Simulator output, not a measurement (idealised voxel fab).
Name of the process module below: voxel self aligned contacts
The figure presents cross-section cut, which has a width of 280 nm and is divided into square cells with an edge length of 5 nm.
We lay out every cross-section as a grid of square cells and spell it out in bands from the top down, where one band means one or more rows of cells. A band entry consists of two parts. The first gives the height of the band's top and the height of its bottom, in nm. The rest lists the band's materials from left to right, each with its width in nm. A single material labelled with the word "everywhere" fills the band from edge to edge, and the word "empty" marks empty space. It should be noted that heights are counted from 0, beneath which the wafer as supplied is of one material throughout, and that the lowest band possesses no lower boundary but continues downward, as written in "z 0 and below". A width given as "30 to 40" starts at the first number in the band's top row and ends at the second number in its bottom row, shifting by an equal amount at every step from row to row. Step marked "no modifications"? Then no cell in the cross-section changed in it. So "Voids lacking openings" is basically the list of trapped voids: any empty space of 8 cells or more that can't reach the top through an opening. They're written width x height at distance, the distance being from the left edge, and it's all nm. Whatever follows a step's settings on its line is a remark the simulator itself makes about that step. What "overlay nm" on a step's line means: if the step has a mask, that mask lay this far to the right of its planned place, or, when the value is negative, to the left.
Planned process steps
1) op RECEIVE | material Si
2) op CONFORMAL_DEP | material SiO2 | thk nm 5
3) op DIRECTIONAL_DEP | material polySi | thk nm 30
4) op DIRECTIONAL_DEP | material SiN | thk nm 20
5) op MASKED_ETCH | tone cover | mask id GATE | width nm 25 | pitch nm 50 | etch materials SiN | depth nm 20 | overlay nm 0
6) op MASKED_ETCH | tone cover | mask id GATE | width nm 25 | pitch nm 50 | etch materials polySi | depth nm 30 | overlay nm 0
7) op CONFORMAL_DEP | material SiN | thk nm 5
8) op DIRECTIONAL_ETCH | etch materials SiN | depth nm 5
9) op FILL_DEP | material SiO2 | thk nm 20
10) op CMP | height nm 65
11) op PATTERN | tone open | mask id CONTACT | material resist | width nm 35 | pitch nm 50 | thk nm 15 | overlay nm 0
12) op DIRECTIONAL_ETCH | etch materials SiO2 | depth nm 65
13) op STRIP | etch materials resist
14) op CONFORMAL_DEP | material TiN | thk nm 5
15) op FILL_DEP | material W | thk nm 10
16) op CMP | height nm 65
17) op CONFORMAL_DEP | material SiCN | thk nm 5
Shown in cross-section is the wafer as received, that is, as it stands after step 1
> z 0 and below = Si everywhere
> Voids lacking openings: none
first wafer at the end, as planned
> z 70 to 65 = SiCN everywhere
> z 65 to 55 = 95 nm SiO2; 5 to 15 nm TiN; 25 to 5 nm W; 5 to 15 nm TiN; 15 nm SiO2; 5 to 15 nm TiN; 25 to 5 nm W; 5 to 15 nm TiN; 100 nm SiO2
> z 55 to 35 = 70 nm SiO2; 35 nm SiN; 5 nm TiN; 5 nm W; 5 nm TiN; 35 nm SiN; 5 nm TiN; 5 nm W; 5 nm TiN; 35 nm SiN; 75 nm SiO2
> z 35 to 5 = 70 nm SiO2; 5 nm SiN; 25 nm polySi; 5 nm SiN; 5 nm TiN; 5 nm W; 5 nm TiN; 5 nm SiN; 25 nm polySi; 5 nm SiN; 5 nm TiN; 5 nm W; 5 nm TiN; 5 nm SiN; 25 nm polySi; 5 nm SiN; 75 nm SiO2
> z 5 to 0 = 105 nm SiO2; 15 nm TiN; 35 nm SiO2; 15 nm TiN; 110 nm SiO2
> z 0 and below = Si everywhere
> Voids lacking openings: none
End-of-module cross-section of the second wafer: identical starting point and process plan to the first, with one processing mistake
> z 70 to 65 = polySi everywhere
> z 65 to 55 = 95 nm SiO2; 5 to 15 nm TiN; 25 to 5 nm W; 5 to 15 nm TiN; 15 nm SiO2; 5 to 15 nm TiN; 25 to 5 nm W; 5 to 15 nm TiN; 100 nm SiO2
> z 55 to 35 = 70 nm SiO2; 35 nm SiN; 5 nm TiN; 5 nm W; 5 nm TiN; 35 nm SiN; 5 nm TiN; 5 nm W; 5 nm TiN; 35 nm SiN; 75 nm SiO2
> z 35 to 5 = 70 nm SiO2; 5 nm SiN; 25 nm polySi; 5 nm SiN; 5 nm TiN; 5 nm W; 5 nm TiN; 5 nm SiN; 25 nm polySi; 5 nm SiN; 5 nm TiN; 5 nm W; 5 nm TiN; 5 nm SiN; 25 nm polySi; 5 nm SiN; 75 nm SiO2
> z 5 to 0 = 105 nm SiO2; 15 nm TiN; 35 nm SiO2; 15 nm TiN; 110 nm SiO2
> z 0 and below = Si everywhere
> Voids lacking openings: none
What went wrong in running the wafer? step 17 deviated from plan and actually ran as op CONFORMAL_DEP | material polySi | thk nm 5
End of process, cell counts, second wafer against first, materials with more or fewer: 56 fewer of SiCN; 56 more of polySi
